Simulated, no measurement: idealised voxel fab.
This is a process module. Its name is voxel local oxidation.
Square cell edge 5 nm, section width 270 nm, ID cut.
We lay out every cross-section as a grid of square cells and spell it out in bands from the top down, where one band means one or more rows of cells.
Per band: top height and bottom height in nm, followed by the left-to-right materials and their widths in nm; "throughout" marks a single material spanning edge to edge, "air" marks empty space.
Basically, 0 is our baseline, since under it the wafer straight out of the box is all one material. The bottom band has no lower end and keeps on going down, so it looks like "0..down".
A two-number width, for instance "30->40", indicates that the width is equal to the first number in the top row of the band and to the second number in the bottom row, and that it changes by a constant amount per row of cells.
Step marked "left unchanged"? Then no cell in the cross-section changed in it.
Empty spaces counting at least 8 cells and having no open way to the top are listed in "Internal closed voids". The notation width x height at distance is used for each, the distance being from the left edge and all three values in nm.
It should be noted that, on the line of a given step, the content following the step's settings is a remark produced by the simulator itself with respect to that step.
Regarding "overlay nm": on a step with a mask, it is the distance the mask lay to the right of its planned place; a negative value places it to the left.

### Process steps (planned)
step 1: RECEIVE | material Si
step 2: OXIDIZE | depth nm 5
step 3: CONFORMAL_DEP | material SiN | thk nm 10
step 4: DIRECTIONAL_DEP | material aC | thk nm 15
step 5: PATTERN | tone cover | mask id ACTIVE | material resist | width nm 120 | thk nm 30 | overlay nm 0
step 6: DIRECTIONAL_ETCH | etch materials aC | depth nm 15
step 7: STRIP | etch materials resist
step 8: DIRECTIONAL_ETCH | etch materials SiN | depth nm 10
step 9: STRIP | etch materials aC
step 10: SELECTIVE_ETCH | etch materials SiO2 | depth nm 5
step 11: OXIDIZE | depth nm 10
step 12: STRIP | etch materials SiN

### Delivered wafer in cross-section: state after step 1
	0..down | Si throughout
	Internal closed voids: none

### First wafer of two, sectioned at end of module; run went per plan
	0..-5 | 80 nm air, 110 nm SiO2, 80 nm air
	-5..-15 | 90 nm SiO2, 90 nm Si, 90 nm SiO2
	-15..down | Si throughout
	Internal closed voids: none

### Presented here is a cross-section of the second of the two wafers as it stood at the end of the module. It was started in the same manner and assigned the same plan as the first wafer; however, one mistake was made in its execution
	0..-5 | 80 nm air, 115 nm SiO2, 75 nm air
	-5..-15 | 90 nm SiO2, 95 nm Si, 85 nm SiO2
	-15..down | Si throughout
	Internal closed voids: none
Against the plan, the run slipped here: step 5: run off-plan, actual operation and settings PATTERN | tone cover | mask id ACTIVE | material resist | width nm 125 | thk nm 30 | overlay nm 0
Final difference in cells, second wafer against first, listed per material as more or fewer: Si: 2 more; SiO2: 1 fewer
